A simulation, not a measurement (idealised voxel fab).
Name of the process module below: voxel ribs on slabs
This is section cut - it's 290 nm across, gridded in 5 nm square cells.
Notation: cross-section as square-cell grid; stated in bands, top first, going down; one or more cell rows per band. It is stipulated that each band's entry specify, in nanometres, the height of the top of the band and then that of its bottom, followed by the materials of the band in left-to-right sequence, each together with its width in nanometres. A single material marked by the word "throughout" is understood to fill the band from edge to edge; the word "empty" is understood to denote empty space. The level at which height equals 0 is the one under which the wafer, as it arrives, is entirely one material. No lower edge exists for the bottom band, which continues downward and is notated as in "0 -> down". Read "30..40" as a graded width: first number on top, second number at the bottom, same change between each pair of neighbouring rows. Take "remains unaltered" at face value: in the step it is given for, the cross-section changed in none of its cells. Enclosed voids (no open way to top), threshold 8 cells or more, entry "Trapped void list", notation width x height at distance, distance from left edge, nm. What comes after the settings on a step's line is commentary from the simulator itself on that step. overlay nm: step with mask; distance mask lay right of planned place; negative value = left of planned place.

HERE'S WHAT THE PLANNED PROCESS STEPS LOOK LIKE
1 RECEIVE | material Si
2 DIRECTIONAL_DEP | material SiO2 | thk nm 25
3 DIRECTIONAL_DEP | material SiN | thk nm 20
4 DIRECTIONAL_DEP | material aC | thk nm 10
5 PATTERN | tone cover | mask id RIB | material resist | width nm 30 | thk nm 30 | overlay nm 0
6 DIRECTIONAL_ETCH | etch materials aC | depth nm 10
7 STRIP | etch materials resist
8 DIRECTIONAL_ETCH | etch materials SiN | depth nm 5
9 STRIP | etch materials aC
10 PATTERN | tone cover | mask id SLAB | material resist | width nm 90 | thk nm 15 | overlay nm 0
11 DIRECTIONAL_ETCH | etch materials SiN | depth nm 15
12 STRIP | etch materials resist
13 FILL_DEP | material SiO2 | thk nm 20
14 CMP | height nm 60
15 DIRECTIONAL_DEP | material TiN | thk nm 10
16 DIRECTIONAL_DEP | material aC | thk nm 10
17 PATTERN | tone cover | mask id HEATER | material resist | width nm 40 | thk nm 25 | overlay nm 0
18 DIRECTIONAL_ETCH | etch materials aC | depth nm 10
19 STRIP | etch materials resist
20 DIRECTIONAL_ETCH | etch materials TiN | depth nm 10
21 STRIP | etch materials aC
22 CONFORMAL_DEP | material SiN | thk nm 5

CROSS-SECTION: WAFER ON ARRIVAL = AFTER STEP 1
    0 -> down: Si throughout
    Trapped void list: none

THE CROSS-SECTION SHOWN CORRESPONDS TO THE WAFER AT THE CONCLUSION OF THE MODULE. THE INITIAL STRUCTURE AND THE PROCESS PLAN ARE THOSE PRESENTED ABOVE; HOWEVER, ONE MISTAKE OCCURRED IN EXECUTING THE PLAN
    75 -> 70: 120 nm empty; 50 nm SiN; 120 nm empty
    70 -> 65: 120 nm empty; 5 nm SiN; 40 nm TiN; 5 nm SiN; 120 nm empty
    65 -> 60: 125 nm SiN; 40 nm TiN; 125 nm SiN
    60 -> 45: SiO2 throughout
    45 -> 40: 130 nm SiO2; 30 nm SiN; 130 nm SiO2
    40 -> 25: 105 nm SiO2; 85 nm SiN; 100 nm SiO2
    25 -> 0: SiO2 throughout
    0 -> down: Si throughout
    Trapped void list: none
What was the processing mistake? contrary to plan, step 10 was performed as PATTERN | tone cover | mask id SLAB | material resist | width nm 85 | thk nm 15 | overlay nm 0
